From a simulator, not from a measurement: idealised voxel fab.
This is a process module. Its name is voxel local oxidation.
Displayed cross-section: cut, width of 300 nm, square cells sized 5 nm.
A cross-section is written here as square cells arranged in a grid, and it is given in bands from the top down, each band taking up one or more rows of cells. Basically the band line says how high the top is and how high the bottom is, in nm, and then what's in it from left to right, every material with its width in nm. Empty space shows up as "empty", and if a single material carries "everywhere" it runs the full band edge to edge. Height is counted from the level 0, under which the received wafer is composed throughout of one material. The lowest of the bands is not closed at the bottom but continues downward, in the notation "top 0, no bottom". When a width is written as two numbers, as in "30..40", the first number is the width in the top row of cells of the band and the second is the width in its bottom row, and the width changes by the same amount from each row to the next. Given "nothing was modified" for a step, no cell of the cross-section differs between before and after that step. Look at "Sealed cavities" for the closed voids: empty spaces with no open path to the top, sized 8 cells or up. Each is width x height at distance, distance from the left edge, all nm. Post-settings text on a step line: simulator's own remark regarding the step. What "overlay nm" on a step's line means: if the step has a mask, that mask lay this far to the right of its planned place, or, when the value is negative, to the left.

## plan
step 1: RECEIVE [material Si]
step 2: CONFORMAL_DEP [material SiO2] [thk nm 5]
step 3: CONFORMAL_DEP [material SiN] [thk nm 15]
step 4: PATTERN [tone cover] [mask id ACTIVE] [material resist] [width nm 105] [thk nm 20] [overlay nm 0]
step 5: DIRECTIONAL_ETCH [etch materials SiN] [depth nm 15]
step 6: STRIP [etch materials resist]
step 7: SELECTIVE_ETCH [etch materials SiO2] [depth nm 5]
step 8: OXIDIZE [depth nm 10]
step 9: STRIP [etch materials SiN]

## This is the cross-section of the wafer as we received it, i.e. after step 1
- top 0, no bottom: Si everywhere
- Sealed cavities: none

## Here's the cross-section of the first of our two wafers at the end of the module - it ran as planned
- top 5, bottom 0: empty 100 nm  SiO2 95 nm  empty 105 nm
- top 0, bottom -10: SiO2 110 nm  Si 75 nm  SiO2 115 nm
- top -10, no bottom: Si everywhere
- Sealed cavities: none

## Now the second wafer, cross-sectioned at the end of the module. Nothing different at the start, nothing different in the plan compared with the first, just one mistake when it was actually run
- top 5, bottom 0: SiO2 90 nm  empty 115 nm  SiO2 95 nm
- top 0, bottom -10: Si 80 nm  SiO2 135 nm  Si 85 nm
- top -10, no bottom: Si everywhere
- Sealed cavities: none
Deviation from plan: planned and actual differ for step 4; actual: PATTERN [tone open] [mask id ACTIVE] [material resist] [width nm 105] [thk nm 20] [overlay nm 0]
Per the end-of-run cell counts, the second wafer holds more or fewer of some materials than the first: Si: 36 more | SiO2: 18 fewer
